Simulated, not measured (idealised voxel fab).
Process module, titled voxel gate over fins
Cross-section cut: width 285 nm, square cells of 5 nm.
Think of the cross-section as a grid of square cells. We describe it in bands, top to bottom, and each band covers one or more rows of those cells.
Band: top and bottom heights (nm) first, top before bottom; then materials from left to right, widths in nm. "full width" marks a sole material filling the band edge to edge. "air" denotes empty space.
Counting heights begins at 0, where everything beneath is, in the wafer as received, one material. The lowest band has no bottom; it goes on downwards, as "0 -> down" shows.
With a width like "30->40", each row of cells in the band differs from the next by the same amount, the top row carrying the first number and the bottom row the second.
What does "remained the same" mean for a step? It means no cell of the cross-section changed in that step.
Heads up: "Fully sealed cavities" only lists the empty pockets with no open path to the top that are 8 cells or more, and it writes them as width x height at distance, distance from the left edge, in nm.
Note: text after step settings on the step line = simulator remark on that step.
overlay nm: for a step with a mask, the amount by which the mask lay right of where it was planned; a negative amount means left of it.

Below is the list of planned process steps:
1 op RECEIVE | material Si
2 op CONFORMAL_DEP | material SiN | thk nm 10
3 op MASKED_ETCH | tone cover | mask id FINS | width nm 15 | pitch nm 60 | etch materials SiN | depth nm 10 | overlay nm 0
4 op MASKED_ETCH | tone cover | mask id FINS | width nm 15 | pitch nm 60 | etch materials Si | depth nm 35 | overlay nm 0
5 op OXIDIZE | depth nm 5
6 op FILL_DEP | material SiO2 | thk nm 10
7 op CMP | height nm 10
8 op PATTERN | tone open | mask id RAIL | material resist | width nm 15 | thk nm 20 | overlay nm 0
9 op DIRECTIONAL_ETCH | etch materials SiO2 | depth nm 40
10 op STRIP | etch materials resist
11 op CONFORMAL_DEP | material TiN | thk nm 5
12 op FILL_DEP | material W | thk nm 10
13 op CMP | height nm 10
14 op SELECTIVE_ETCH | etch materials W Ru TiN | depth nm 35
15 op FILL_DEP | material SiO2 | thk nm 5
16 op CMP | height nm 10
17 op SELECTIVE_ETCH | etch materials SiO2 | depth nm 25
18 op STRIP | etch materials SiN
19 op CONFORMAL_DEP | material HfO2 | thk nm 5
20 op CONFORMAL_DEP | material TiN | thk nm 5
21 op CONFORMAL_DEP | material TiAl | thk nm 5
22 op CONFORMAL_DEP | material TiN | thk nm 5
23 op FILL_DEP | material W | thk nm 10
24 op CMP | height nm 25
25 op CONFORMAL_DEP | material SiCN | thk nm 10

First wafer of two (run as planned):

As received (post step 1): cross-section:
> 0 -> down | Si full width
> Fully sealed cavities: none

Cross-sectional representation of the wafer at the conclusion of step 2:
> 10 -> 0 | SiN full width
> For the remainder of the cross-section, below 0, there is no change.

Cross-sectional representation of the wafer at the conclusion of step 3:
> 10 -> 0 | air 105 nm, SiN 15 nm, air 45 nm, SiN 15 nm, air 105 nm
> For the remainder of the cross-section, below 0, there is no change.

Cross-sectional representation of the wafer at the conclusion of step 4:
> 10 -> 0 | air 105 nm, SiN 15 nm, air 45 nm, SiN 15 nm, air 105 nm
> 0 -> -35 | air 105 nm, Si 15 nm, air 45 nm, Si 15 nm, air 105 nm
> For the remainder of the cross-section, below -35, there is no change.

Cross-sectional representation of the wafer at the conclusion of step 5:
> 10 -> 0 | air 105 nm, SiN 15 nm, air 45 nm, SiN 15 nm, air 105 nm
> 0 -> -35 | air 105 nm, SiO2 5 nm, Si 5 nm, SiO2 5 nm, air 45 nm, SiO2 5 nm, Si 5 nm, SiO2 5 nm, air 105 nm
> -35 -> -40 | SiO2 110 nm, Si 5 nm, SiO2 55 nm, Si 5 nm, SiO2 110 nm
> For the remainder of the cross-section, below -40, there is no change.

Cross-sectional representation of the wafer at the conclusion of step 6:
> 20 -> 10 | SiO2 full width
> 10 -> 0 | SiO2 105 nm, SiN 15 nm, SiO2 45 nm, SiN 15 nm, SiO2 105 nm
> 0 -> -40 | SiO2 110 nm, Si 5 nm, SiO2 55 nm, Si 5 nm, SiO2 110 nm
> For the remainder of the cross-section, below -40, there is no change.

Cross-sectional representation of the wafer at the conclusion of step 7:
> 10 -> 0 | SiO2 105 nm, SiN 15 nm, SiO2 45 nm, SiN 15 nm, SiO2 105 nm
> For the remainder of the cross-section, below 0, there is no change.

Cross-sectional representation of the wafer at the conclusion of step 8:
> 30 -> 10 | resist 135 nm, air 15 nm, resist 135 nm
> For the remainder of the cross-section, below 10, there is no change.

Cross-sectional representation of the wafer at the conclusion of step 9:
> 30 -> 10 | resist 135 nm, air 15 nm, resist 135 nm
> 10 -> 0 | SiO2 105 nm, SiN 15 nm, SiO2 15 nm, air 15 nm, SiO2 15 nm, SiN 15 nm, SiO2 105 nm
> 0 -> -30 | SiO2 110 nm, Si 5 nm, SiO2 20 nm, air 15 nm, SiO2 20 nm, Si 5 nm, SiO2 110 nm
> For the remainder of the cross-section, below -30, there is no change.

Cross-sectional representation of the wafer at the conclusion of step 10:
> 10 -> 0 | SiO2 105 nm, SiN 15 nm, SiO2 15 nm, air 15 nm, SiO2 15 nm, SiN 15 nm, SiO2 105 nm
> For the remainder of the cross-section, below 0, there is no change.

Cross-sectional representation of the wafer at the conclusion of step 11:
> 15 -> 10 | TiN 140 nm, air 5 nm, TiN 140 nm
> 10 -> 0 | SiO2 105 nm, SiN 15 nm, SiO2 15 nm, TiN 5 nm, air 5 nm, TiN 5 nm, SiO2 15 nm, SiN 15 nm, SiO2 105 nm
> 0 -> -25 | SiO2 110 nm, Si 5 nm, SiO2 20 nm, TiN 5 nm, air 5 nm, TiN 5 nm, SiO2 20 nm, Si 5 nm, SiO2 110 nm
> -25 -> -30 | SiO2 110 nm, Si 5 nm, SiO2 20 nm, TiN 15 nm, SiO2 20 nm, Si 5 nm, SiO2 110 nm
> For the remainder of the cross-section, below -30, there is no change.

Cross-sectional representation of the wafer at the conclusion of step 12:
> 25 -> 15 | W full width
> 15 -> 10 | TiN 140 nm, W 5 nm, TiN 140 nm
> 10 -> 0 | SiO2 105 nm, SiN 15 nm, SiO2 15 nm, TiN 5 nm, W 5 nm, TiN 5 nm, SiO2 15 nm, SiN 15 nm, SiO2 105 nm
> 0 -> -25 | SiO2 110 nm, Si 5 nm, SiO2 20 nm, TiN 5 nm, W 5 nm, TiN 5 nm, SiO2 20 nm, Si 5 nm, SiO2 110 nm
> For the remainder of the cross-section, below -25, there is no change.

Cross-sectional representation of the wafer at the conclusion of step 13:
> 10 -> 0 | SiO2 105 nm, SiN 15 nm, SiO2 15 nm, TiN 5 nm, W 5 nm, TiN 5 nm, SiO2 15 nm, SiN 15 nm, SiO2 105 nm
> For the remainder of the cross-section, below 0, there is no change.

Cross-sectional representation of the wafer at the conclusion of step 14:
> 10 -> 0 | SiO2 105 nm, SiN 15 nm, SiO2 15 nm, air 15 nm, SiO2 15 nm, SiN 15 nm, SiO2 105 nm
> 0 -> -25 | SiO2 110 nm, Si 5 nm, SiO2 20 nm, air 15 nm, SiO2 20 nm, Si 5 nm, SiO2 110 nm
> For the remainder of the cross-section, below -25, there is no change.

Cross-sectional representation of the wafer at the conclusion of step 15:
> 15 -> 10 | SiO2 full width
> 10 -> 0 | SiO2 105 nm, SiN 15 nm, SiO2 45 nm, SiN 15 nm, SiO2 105 nm
> 0 -> -25 | SiO2 110 nm, Si 5 nm, SiO2 55 nm, Si 5 nm, SiO2 110 nm
> For the remainder of the cross-section, below -25, there is no change.

Cross-sectional representation of the wafer at the conclusion of step 16:
> 10 -> 0 | SiO2 105 nm, SiN 15 nm, SiO2 45 nm, SiN 15 nm, SiO2 105 nm
> For the remainder of the cross-section, below 0, there is no change.

Cross-sectional representation of the wafer at the conclusion of step 17:
> 10 -> 0 | air 105 nm, SiN 15 nm, air 45 nm, SiN 15 nm, air 105 nm
> 0 -> -15 | air 110 nm, Si 5 nm, air 55 nm, Si 5 nm, air 110 nm
> For the remainder of the cross-section, below -15, there is no change.

Cross-sectional representation of the wafer at the conclusion of step 18:
> 0 -> -15 | air 110 nm, Si 5 nm, air 55 nm, Si 5 nm, air 110 nm
> For the remainder of the cross-section, below -15, there is no change.

Cross-sectional representation of the wafer at the conclusion of step 19:
> 5 -> 0 | air 105 nm, HfO2 15 nm, air 45 nm, HfO2 15 nm, air 105 nm
> 0 -> -10 | air 105 nm, HfO2 5 nm, Si 5 nm, HfO2 5 nm, air 45 nm, HfO2 5 nm, Si 5 nm, HfO2 5 nm, air 105 nm
> -10 -> -15 | HfO2 110 nm, Si 5 nm, HfO2 55 nm, Si 5 nm, HfO2 110 nm
> For the remainder of the cross-section, below -15, there is no change.

Cross-sectional representation of the wafer at the conclusion of step 20:
> 10 -> 5 | air 100 nm, TiN 25 nm, air 35 nm, TiN 25 nm, air 100 nm
> 5 -> 0 | air 100 nm, TiN 5 nm, HfO2 15 nm, TiN 5 nm, air 35 nm, TiN 5 nm, HfO2 15 nm, TiN 5 nm, air 100 nm
> 0 -> -5 | air 100 nm, TiN 5 nm, HfO2 5 nm, Si 5 nm, HfO2 5 nm, TiN 5 nm, air 35 nm, TiN 5 nm, HfO2 5 nm, Si 5 nm, HfO2 5 nm, TiN 5 nm, air 100 nm
> -5 -> -10 | TiN 105 nm, HfO2 5 nm, Si 5 nm, HfO2 5 nm, TiN 45 nm, HfO2 5 nm, Si 5 nm, HfO2 5 nm, TiN 105 nm
> For the remainder of the cross-section, below -10, there is no change.

Cross-sectional representation of the wafer at the conclusion of step 21:
> 15 -> 10 | air 95 nm, TiAl 35 nm, air 25 nm, TiAl 35 nm, air 95 nm
> 10 -> 5 | air 95 nm, TiAl 5 nm, TiN 25 nm, TiAl 5 nm, air 25 nm, TiAl 5 nm, TiN 25 nm, TiAl 5 nm, air 95 nm
> 5 -> 0 | air 95 nm, TiAl 5 nm, TiN 5 nm, HfO2 15 nm, TiN 5 nm, TiAl 5 nm, air 25 nm, TiAl 5 nm, TiN 5 nm, HfO2 15 nm, TiN 5 nm, TiAl 5 nm, air 95 nm
> 0 -> -5 | TiAl 100 nm, TiN 5 nm, HfO2 5 nm, Si 5 nm, HfO2 5 nm, TiN 5 nm, TiAl 35 nm, TiN 5 nm, HfO2 5 nm, Si 5 nm, HfO2 5 nm, TiN 5 nm, TiAl 100 nm
> For the remainder of the cross-section, below -5, there is no change.

Cross-sectional representation of the wafer at the conclusion of step 22:
> 20 -> 15 | air 90 nm, TiN 45 nm, air 15 nm, TiN 45 nm, air 90 nm
> 15 -> 10 | air 90 nm, TiN 5 nm, TiAl 35 nm, TiN 5 nm, air 15 nm, TiN 5 nm, TiAl 35 nm, TiN 5 nm, air 90 nm
> 10 -> 5 | air 90 nm, TiN 5 nm, TiAl 5 nm, TiN 25 nm, TiAl 5 nm, TiN 5 nm, air 15 nm, TiN 5 nm, TiAl 5 nm, TiN 25 nm, TiAl 5 nm, TiN 5 nm, air 90 nm
> 5 -> 0 | TiN 95 nm, TiAl 5 nm, TiN 5 nm, HfO2 15 nm, TiN 5 nm, TiAl 5 nm, TiN 25 nm, TiAl 5 nm, TiN 5 nm, HfO2 15 nm, TiN 5 nm, TiAl 5 nm, TiN 95 nm
> For the remainder of the cross-section, below 0, there is no change.

Cross-sectional representation of the wafer at the conclusion of step 23:
> 30 -> 20 | W full width
> 20 -> 15 | W 90 nm, TiN 45 nm, W 15 nm, TiN 45 nm, W 90 nm
> 15 -> 10 | W 90 nm, TiN 5 nm, TiAl 35 nm, TiN 5 nm, W 15 nm, TiN 5 nm, TiAl 35 nm, TiN 5 nm, W 90 nm
> 10 -> 5 | W 90 nm, TiN 5 nm, TiAl 5 nm, TiN 25 nm, TiAl 5 nm, TiN 5 nm, W 15 nm, TiN 5 nm, TiAl 5 nm, TiN 25 nm, TiAl 5 nm, TiN 5 nm, W 90 nm
> For the remainder of the cross-section, below 5, there is no change.

Cross-sectional representation of the wafer at the conclusion of step 24:
> 25 -> 20 | W full width
> For the remainder of the cross-section, below 20, there is no change.

Cross-sectional representation of the wafer at the conclusion of step 25:
> 35 -> 25 | SiCN full width
> For the remainder of the cross-section, below 25, there is no change.

Wafer two. Same start, same plan, one slip in execution. Same as wafer one through step 21, inclusive:

Cross-section of the second wafer at the time by which step 22 should have been completed according to the plan:
> 30 -> 15 | air 80 nm, TiN 125 nm, air 80 nm
> 15 -> 10 | TiN 95 nm, TiAl 35 nm, TiN 25 nm, TiAl 35 nm, TiN 95 nm
> 10 -> 5 | TiN 95 nm, TiAl 5 nm, TiN 25 nm, TiAl 5 nm, TiN 25 nm, TiAl 5 nm, TiN 25 nm, TiAl 5 nm, TiN 95 nm
> 5 -> 0 | TiN 95 nm, TiAl 5 nm, TiN 5 nm, HfO2 15 nm, TiN 5 nm, TiAl 5 nm, TiN 25 nm, TiAl 5 nm, TiN 5 nm, HfO2 15 nm, TiN 5 nm, TiAl 5 nm, TiN 95 nm
> For the remainder of the cross-section, below 0, there is no change.

Cross-section of the second wafer at the time by which step 23 should have been completed according to the plan:
> 40 -> 30 | W full width
> 30 -> 15 | W 80 nm, TiN 125 nm, W 80 nm
> For the remainder of the cross-section, below 15, there is no change.

Cross-section of the second wafer at the time by which step 24 should have been completed according to the plan:
> 25 -> 15 | W 80 nm, TiN 125 nm, W 80 nm
> For the remainder of the cross-section, below 15, there is no change.

Cross-section of the second wafer at the time by which step 25 should have been completed according to the plan:
> 35 -> 25 | SiCN full width
> For the remainder of the cross-section, below 25, there is no change.
What broke from the plan during processing? step 22 changed vs plan, executed as op CONFORMAL_DEP | material TiN | thk nm 15
Final wafer comparison in cells, second versus first, more or fewer per material: TiN +110 | W -110
